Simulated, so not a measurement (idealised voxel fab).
Name of the process module below: voxel wiring stack
This is section cut - it's 260 nm across, gridded in 5 nm square cells.
Cross-section, as written here: a square-cell grid given band by band from the top down, where a band holds one or more rows of cells. The entry gives the band's vertical extent as a top height and a bottom height in nm, then its horizontal make-up as materials from left to right, each with a width in nm. "air" stands for empty space; a single material marked "edge to edge" fills the band edge to edge. Below 0: as-received wafer, all one material; heights counted from there. Lowest band: no bottom, goes on down, written "0 nm and below". A width given as "30 to 40" starts at the first number in the band's top row and ends at the second number in its bottom row, shifting by an equal amount at every step from row to row. The cross-section has no changed cell in any step marked "stayed the same". The entry "Enclosed internal cavities" lists the empty spaces that cover at least 8 cells and have no open path to the top. Each is written as width x height at distance, where the distance is measured from the left edge and all three values are in nm. On each step's line, the part that comes after the settings is the simulator's own comment on the step. You can add "overlay nm" to a step's line. For a step with a mask, it describes how far the mask lay to the right of its planned position, and a negative number describes a lay to the left.
Listed below are the process steps as planned
step 1: RECEIVE: material Si
step 2: CONFORMAL_DEP: material SiO2, thk nm 10
step 3: CONFORMAL_DEP: material SiCN, thk nm 5
step 4: DIRECTIONAL_DEP: material SiO2, thk nm 15
step 5: PATTERN: tone open, mask id METAL_1, material resist, width nm 30, pitch nm 55, thk nm 20, overlay nm 0
step 6: DIRECTIONAL_ETCH: etch materials SiO2, depth nm 15
step 7: DIRECTIONAL_ETCH: etch materials SiCN, depth nm 5
step 8: STRIP: etch materials resist
step 9: CONFORMAL_DEP: material TiN, thk nm 5
step 10: FILL_DEP: material Cu, thk nm 5
step 11: CMP: height nm 30
step 12: CONFORMAL_DEP: material SiCN, thk nm 5
step 13: DIRECTIONAL_DEP: material SiO2, thk nm 20
step 14: MASKED_ETCH: tone open, mask id PLUG_1, width nm 15, pitch nm 55, etch materials SiO2, depth nm 20, overlay nm 0
step 15: MASKED_ETCH: tone open, mask id PLUG_1, width nm 15, pitch nm 55, etch materials SiCN, depth nm 5, overlay nm 0
step 16: EPI: material Ru, thk nm 10
step 17: EPI: material Ru, thk nm 10
step 18: EPI: material Ru, thk nm 5
step 19: CONFORMAL_DEP: material SiCN, thk nm 5
step 20: DIRECTIONAL_DEP: material lowk, thk nm 20
step 21: PATTERN: tone open, mask id METAL_2, material resist, width nm 30, pitch nm 55, thk nm 20, overlay nm 0
step 22: DIRECTIONAL_ETCH: etch materials lowk, depth nm 20
step 23: DIRECTIONAL_ETCH: etch materials SiCN, depth nm 5
step 24: STRIP: etch materials resist
step 25: CONFORMAL_DEP: material TiN, thk nm 5
step 26: FILL_DEP: material Cu, thk nm 10
step 27: CMP: height nm 80
step 28: CONFORMAL_DEP: material SiCN, thk nm 5
step 29: DIRECTIONAL_DEP: material lowk, thk nm 30
step 30: MASKED_ETCH: tone open, mask id METAL_3_HOLES, width nm 15, pitch nm 55, etch materials lowk, depth nm 30, overlay nm 0
step 31: MASKED_ETCH: tone open, mask id METAL_3, width nm 30, pitch nm 55, etch materials lowk, depth nm 20, overlay nm 0
step 32: MASKED_ETCH: tone open, mask id METAL_3, width nm 30, pitch nm 55, etch materials SiCN, depth nm 5, overlay nm 0
step 33: CONFORMAL_DEP: material TiN, thk nm 5
step 34: FILL_DEP: material Cu, thk nm 5
step 35: CMP: height nm 115
step 36: CONFORMAL_DEP: material SiCN, thk nm 5
step 37: DIRECTIONAL_DEP: material lowk, thk nm 10
step 38: DIRECTIONAL_DEP: material aC, thk nm 10
step 39: PATTERN: tone open, mask id PLUG_3, material resist, width nm 15, thk nm 25, overlay nm 0
step 40: DIRECTIONAL_ETCH: etch materials aC, depth nm 10
step 41: STRIP: etch materials resist
step 42: DIRECTIONAL_ETCH: etch materials lowk, depth nm 10
step 43: DIRECTIONAL_ETCH: etch materials SiCN, depth nm 5
step 44: STRIP: etch materials aC
step 45: CONFORMAL_DEP: material TiN, thk nm 5
step 46: FILL_DEP: material W, thk nm 10
step 47: CMP: height nm 130
step 48: CONFORMAL_DEP: material SiN, thk nm 5
step 49: DIRECTIONAL_DEP: material lowk, thk nm 25
step 50: MASKED_ETCH: tone open, mask id METAL_4, width nm 30, pitch nm 55, etch materials lowk, depth nm 25, overlay nm 0
step 51: MASKED_ETCH: tone open, mask id METAL_4, width nm 30, pitch nm 55, etch materials SiN, depth nm 5, overlay nm 0
step 52: CONFORMAL_DEP: material TiN, thk nm 5
step 53: FILL_DEP: material Cu, thk nm 5
step 54: CMP: height nm 160
step 55: EPI: material Ru, thk nm 5
step 56: FILL_DEP: material SiCN, thk nm 5
Wafer at receipt (post step 1), cross-section
0 nm and below  Si edge to edge
Enclosed internal cavities: none
first wafer at the end, as planned
170 nm to 165 nm  SiCN edge to edge
165 nm to 160 nm  80 SiCN, 40 Ru, 15 SiCN, 40 Ru, 85 SiCN
160 nm to 135 nm  85 lowk, 5 TiN, 20 Cu, 5 TiN, 25 lowk, 5 TiN, 20 Cu, 5 TiN, 90 lowk
135 nm to 130 nm  85 SiN, 30 TiN, 25 SiN, 30 TiN, 90 SiN
130 nm to 120 nm  85 lowk, 5 TiN, 5 W, 5 TiN, 160 lowk
120 nm to 115 nm  85 SiCN, 15 TiN, 160 SiCN
115 nm to 100 nm  85 lowk, 5 TiN, 20 Cu, 5 TiN, 25 lowk, 5 TiN, 20 Cu, 5 TiN, 90 lowk
100 nm to 95 nm  85 lowk, 5 TiN, 5 Cu, 20 TiN, 25 lowk, 5 TiN, 5 Cu, 20 TiN, 90 lowk
95 nm to 85 nm  85 lowk, 5 TiN, 5 Cu, 5 TiN, 40 lowk, 5 TiN, 5 Cu, 5 TiN, 105 lowk
85 nm to 80 nm  85 SiCN, 15 TiN, 40 SiCN, 15 TiN, 105 SiCN
80 nm to 60 nm  85 lowk, 5 TiN, 20 Cu, 5 TiN, 25 lowk, 5 TiN, 20 Cu, 5 TiN, 90 lowk
60 nm to 55 nm  85 SiCN, 30 TiN, 25 SiCN, 30 TiN, 90 SiCN
55 nm to 35 nm  85 SiO2, 15 Ru, 40 SiO2, 15 Ru, 105 SiO2
35 nm to 30 nm  85 SiCN, 15 Ru, 40 SiCN, 15 Ru, 105 SiCN
30 nm to 15 nm  85 SiO2, 5 TiN, 20 Cu, 5 TiN, 25 SiO2, 5 TiN, 20 Cu, 5 TiN, 90 SiO2
15 nm to 10 nm  85 SiCN, 30 TiN, 25 SiCN, 30 TiN, 90 SiCN
10 nm to 0 nm  SiO2 edge to edge
0 nm and below  Si edge to edge
Enclosed internal cavities: none
Module end: cross-section of wafer two of two. Same start and process plan as the first wafer. One mistake during execution
170 nm to 165 nm  SiCN edge to edge
165 nm to 160 nm  70 SiCN, 40 Ru, 15 SiCN, 40 Ru, 95 SiCN
160 nm to 140 nm  75 lowk, 5 TiN, 20 Cu, 5 TiN, 25 lowk, 5 TiN, 20 Cu, 5 TiN, 100 lowk
140 nm to 135 nm  75 lowk, 15 TiN, 10 Cu, 5 TiN, 25 lowk, 15 TiN, 10 Cu, 5 TiN, 100 lowk
135 nm to 130 nm  85 SiN, 20 TiN, 35 SiN, 20 TiN, 100 SiN
130 nm to 120 nm  85 lowk, 5 TiN, 5 W, 5 TiN, 160 lowk
120 nm to 115 nm  85 SiCN, 15 TiN, 160 SiCN
115 nm to 100 nm  85 lowk, 5 TiN, 20 Cu, 5 TiN, 25 lowk, 5 TiN, 20 Cu, 5 TiN, 90 lowk
100 nm to 95 nm  85 lowk, 5 TiN, 5 Cu, 20 TiN, 25 lowk, 5 TiN, 5 Cu, 20 TiN, 90 lowk
95 nm to 85 nm  85 lowk, 5 TiN, 5 Cu, 5 TiN, 40 lowk, 5 TiN, 5 Cu, 5 TiN, 105 lowk
85 nm to 80 nm  85 SiCN, 15 TiN, 40 SiCN, 15 TiN, 105 SiCN
80 nm to 60 nm  85 lowk, 5 TiN, 20 Cu, 5 TiN, 25 lowk, 5 TiN, 20 Cu, 5 TiN, 90 lowk
60 nm to 55 nm  85 SiCN, 30 TiN, 25 SiCN, 30 TiN, 90 SiCN
55 nm to 35 nm  85 SiO2, 15 Ru, 40 SiO2, 15 Ru, 105 SiO2
35 nm to 30 nm  85 SiCN, 15 Ru, 40 SiCN, 15 Ru, 105 SiCN
30 nm to 15 nm  85 SiO2, 5 TiN, 20 Cu, 5 TiN, 25 SiO2, 5 TiN, 20 Cu, 5 TiN, 90 SiO2
15 nm to 10 nm  85 SiCN, 30 TiN, 25 SiCN, 30 TiN, 90 SiCN
10 nm to 0 nm  SiO2 edge to edge
0 nm and below  Si edge to edge
Enclosed internal cavities: none
Finding, execution versus plan: step 50, actual vs plan mismatch, actual run MASKED_ETCH: tone open, mask id METAL_4, width nm 30, pitch nm 55, etch materials lowk, depth nm 25, overlay nm -10
Per the end-of-run cell counts, the second wafer holds more or fewer of some materials than the first: Cu -4 | SiN +4
